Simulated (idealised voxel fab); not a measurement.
process module | voxel transistor to metal
cross-section cut | 180 nm wide | cells 5 nm
A cross-section is a grid of square cells, given in bands from the top down. A band is one or more rows of cells.
Each band's line starts with the height of the band's top and of its bottom, in nm. Then come its materials from left to right, each with its width in nm. One material with "throughout" fills the band from edge to edge. "air" is empty space.
Height 0 is the level under which the wafer as received is all one material. The lowest band goes on downwards, as in "0 down".
A width such as "30 to 40" changes by the same amount from each row of cells to the next, from the band's top row to its bottom row.
"no change" after a step means that no cell of the cross-section changed.
closed voids: empty space of 8 cells or more with no open way to the top, each as width x height at its distance from the left edge, in nm
after a step's settings: what the simulator itself notes on the step
overlay nm, on a step with a mask: how far to the right of its planned place the mask lay; to the left if negative
plan
1 op RECEIVE | material Si
2 op OXIDIZE | depth nm 5
3 op CONFORMAL_DEP | material SiN | thk nm 15
4 op DIRECTIONAL_DEP | material aC | thk nm 10
5 op PATTERN | tone cover | mask id ACTIVE | material resist | width nm 100 | thk nm 25 | overlay nm 0
6 op DIRECTIONAL_ETCH | etch materials aC | depth nm 10
7 op STRIP | etch materials resist
8 op DIRECTIONAL_ETCH | etch materials SiN | depth nm 15
9 op DIRECTIONAL_ETCH | etch materials SiO2 | depth nm 5
10 op DIRECTIONAL_ETCH | etch materials Si | depth nm 30
11 op STRIP | etch materials aC
12 op FILL_DEP | material SiO2 | thk nm 5
13 op CMP | height nm 15
14 op SELECTIVE_ETCH | etch materials SiO2 | depth nm 15
15 op STRIP | etch materials SiN
16 op SELECTIVE_ETCH | etch materials SiO2 | depth nm 5
17 op OXIDIZE | depth nm 5
18 op DIRECTIONAL_DEP | material polySi | thk nm 30
19 op DIRECTIONAL_DEP | material SiCN | thk nm 15
20 op PATTERN | tone cover | mask id GATE | material resist | width nm 20 | thk nm 20 | overlay nm 0
21 op DIRECTIONAL_ETCH | etch materials SiCN | depth nm 25
22 op DIRECTIONAL_ETCH | etch materials polySi | depth nm 40
23 op STRIP | etch materials resist
24 op CONFORMAL_DEP | material SiO2 | thk nm 5
25 op DIRECTIONAL_ETCH | etch materials SiO2 | depth nm 5
26 op CONFORMAL_DEP | material SiN | thk nm 10
27 op DIRECTIONAL_ETCH | etch materials SiN | depth nm 10
28 op DIRECTIONAL_ETCH | etch materials SiO2 | depth nm 5
29 op EPI | material SiGe | thk nm 5
30 op FILL_DEP | material SiO2 | thk nm 10
31 op CMP | height nm 40
32 op DIRECTIONAL_DEP | material SiO2 | thk nm 15
33 op MASKED_ETCH | tone open | mask id CONTACT | width nm 30 | pitch nm 60 | etch materials SiO2 | depth nm 60 | overlay nm 0
34 op CONFORMAL_DEP | material TiN | thk nm 5
35 op FILL_DEP | material W | thk nm 10
36 op CMP | height nm 55
37 op CONFORMAL_DEP | material SiCN | thk nm 5
38 op DIRECTIONAL_DEP | material lowk | thk nm 20
39 op MASKED_ETCH | tone open | mask id METAL_1 | width nm 15 | pitch nm 75 | etch materials lowk | depth nm 20 | overlay nm 0
40 op MASKED_ETCH | tone open | mask id METAL_1 | width nm 15 | pitch nm 75 | etch materials SiCN | depth nm 5 | overlay nm 0
41 op CONFORMAL_DEP | material TiN | thk nm 5
42 op FILL_DEP | material Cu | thk nm 5
43 op CMP | height nm 80
44 op EPI | material Ru | thk nm 5
45 op FILL_DEP | material SiCN | thk nm 5
46 op DIRECTIONAL_DEP | material lowk | thk nm 30
47 op MASKED_ETCH | tone open | mask id METAL_2 | width nm 15 | pitch nm 75 | etch materials lowk | depth nm 15 | overlay nm 0
48 op PATTERN | tone open | mask id METAL_2_HOLES | material resist | width nm 15 | pitch nm 75 | thk nm 20 | overlay nm 0
49 op DIRECTIONAL_ETCH | etch materials lowk | depth nm 15
50 op DIRECTIONAL_ETCH | etch materials SiCN | depth nm 5
51 op STRIP | etch materials resist
52 op CONFORMAL_DEP | material TiN | thk nm 5
53 op FILL_DEP | material Cu | thk nm 10
54 op CMP | height nm 120
55 op CONFORMAL_DEP | material SiCN | thk nm 5
as received, after step 1
  0 down: Si throughout
  closed voids: none
a wafer at the end: this start, this plan, one mistake
  125 to 120: SiCN throughout
  120 to 90: lowk 45 | TiN 5 | Cu 5 | TiN 5 | lowk 60 | TiN 5 | Cu 5 | TiN 5 | lowk 45
  90 to 85: SiCN 45 | TiN 15 | SiCN 60 | TiN 15 | SiCN 45
  85 to 80: SiCN 40 | Ru 25 | SiCN 50 | Ru 25 | SiCN 40
  80 to 60: lowk 45 | TiN 5 | Cu 5 | TiN 5 | lowk 60 | TiN 5 | Cu 5 | TiN 5 | lowk 45
  60 to 55: SiCN 45 | TiN 15 | SiCN 60 | TiN 15 | SiCN 45
  55 to 45: SiO2 45 | TiN 5 | W 20 | TiN 5 | SiO2 30 | TiN 5 | W 20 | TiN 5 | SiO2 45
  45 to 40: SiO2 45 | TiN 5 | W 10 | TiN 15 | SiO2 30 | TiN 15 | W 10 | TiN 5 | SiO2 45
  40 to 25: SiO2 45 | TiN 5 | W 10 | TiN 5 | SiN 10 | SiO2 5 | SiCN 20 | SiO2 5 | SiN 10 | TiN 5 | W 10 | TiN 5 | SiO2 45
  25 to 0: SiO2 45 | TiN 5 | W 10 | TiN 5 | SiN 10 | SiO2 5 | polySi 20 | SiO2 5 | SiN 10 | TiN 5 | W 10 | TiN 5 | SiO2 45
  0 to -5: SiO2 45 | TiN 20 | SiN 10 | SiO2 5 | polySi 20 | SiO2 5 | SiN 10 | TiN 20 | SiO2 45
  -5 to -10: SiO2 45 | SiGe 20 | SiO2 50 | SiGe 40 | SiO2 25
  -10 to -35: SiO2 50 | Si 100 | SiO2 30
  -35 down: Si throughout
  closed voids: none
what went wrong: step 5 ran as: op PATTERN | tone cover | mask id ACTIVE | material resist | width nm 100 | thk nm 25 | overlay nm 10
